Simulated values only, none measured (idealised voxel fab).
Process module name: voxel local oxidation
cross-section cut | 240 nm wide | cells 5 nm
Just so we're on the same page, the cross-sections are grids of square cells, and they're listed out in bands top to bottom, each band one or more rows deep. Band: top height; bottom height; in nm. Then, left to right: material with width in nm, for each material. "everywhere": a single material spanning edge to edge. "blank": empty space. Heights from 0 (as-received wafer is one material below). Bottom band endless downward, as "0 nm and below". Per-row width for "30->40": begins at first number (top row of band), ends at second number (bottom row), increment between rows held constant. "left unchanged" after a step means that no cell of the cross-section changed. The entry titled "Closed void register" provides the empty spaces that have no open way to the top, restricted to those of 8 cells or more. Each is presented as width x height at distance, the distance being measured from the left edge, with all three in nm. That trailing text on a step's line, after the settings, is the simulator's own remark on the step. If you see "overlay nm" on a step's line and that step has a mask, it's telling you how far right of where it was planned the mask ended up; a negative number means it went left instead.

Intended process steps
1: op RECEIVE | material Si
2: op OXIDIZE | depth nm 5
3: op CONFORMAL_DEP | material SiN | thk nm 15
4: op MASKED_ETCH | tone cover | mask id ACTIVE | width nm 115 | etch materials SiN | depth nm 15 | overlay nm 0
5: op SELECTIVE_ETCH | etch materials SiO2 | depth nm 5
6: op OXIDIZE | depth nm 10
7: op STRIP | etch materials SiN

Of two wafers, the first: run according to plan

Cross-sectional view of the wafer in its as-received condition, corresponding to the state after step 1
> 0 nm and below | Si everywhere
> Closed void register: none

Presented here is a cross-section of the wafer after step 2 has been performed
> 0 nm to -5 nm | SiO2 everywhere
> Heights below -5 show no change.

Presented here is a cross-section of the wafer after step 3 has been performed
> 15 nm to 0 nm | SiN everywhere
> Heights below 0 show no change.

Presented here is a cross-section of the wafer after step 4 has been performed
> 15 nm to 0 nm | 60 of blank  115 of SiN  65 of blank
> Heights below 0 show no change.

Presented here is a cross-section of the wafer after step 5 has been performed
> 15 nm to 0 nm | 60 of blank  115 of SiN  65 of blank
> 0 nm to -5 nm | 65 of blank  105 of SiO2  70 of blank
> Heights below -5 show no change.

Presented here is a cross-section of the wafer after step 6 has been performed
> 15 nm to 0 nm | 60 of blank  115 of SiN  65 of blank
> 0 nm to -5 nm | 65 of blank  105 of SiO2  70 of blank
> -5 nm to -15 nm | 75 of SiO2  85 of Si  80 of SiO2
> Heights below -15 show no change.

Presented here is a cross-section of the wafer after step 7 has been performed
> 0 nm to -5 nm | 65 of blank  105 of SiO2  70 of blank
> Heights below -5 show no change.

Regarding the second of the two wafers: it shared the first wafer's starting condition and process plan, yet one error occurred during its execution. Its history coincides with that of the first wafer up to and including step 5

Second wafer: cross-section at the scheduled end of step 6
> 15 nm to 0 nm | 60 of blank  115 of SiN  65 of blank
> 0 nm to -5 nm | 65 of blank  105 of SiO2  70 of blank
> -5 nm to -20 nm | 80 of SiO2  75 of Si  85 of SiO2
> Heights below -20 show no change.

Second wafer: cross-section at the scheduled end of step 7
> 0 nm to -5 nm | 65 of blank  105 of SiO2  70 of blank
> Heights below -5 show no change.
Want to know what went wrong? for step 6, the planned setting was not used; the step was instead run as op OXIDIZE | depth nm 15
Counted in cells at the end, the second wafer holds more or fewer of these materials than the first: -37 Si; +37 SiO2
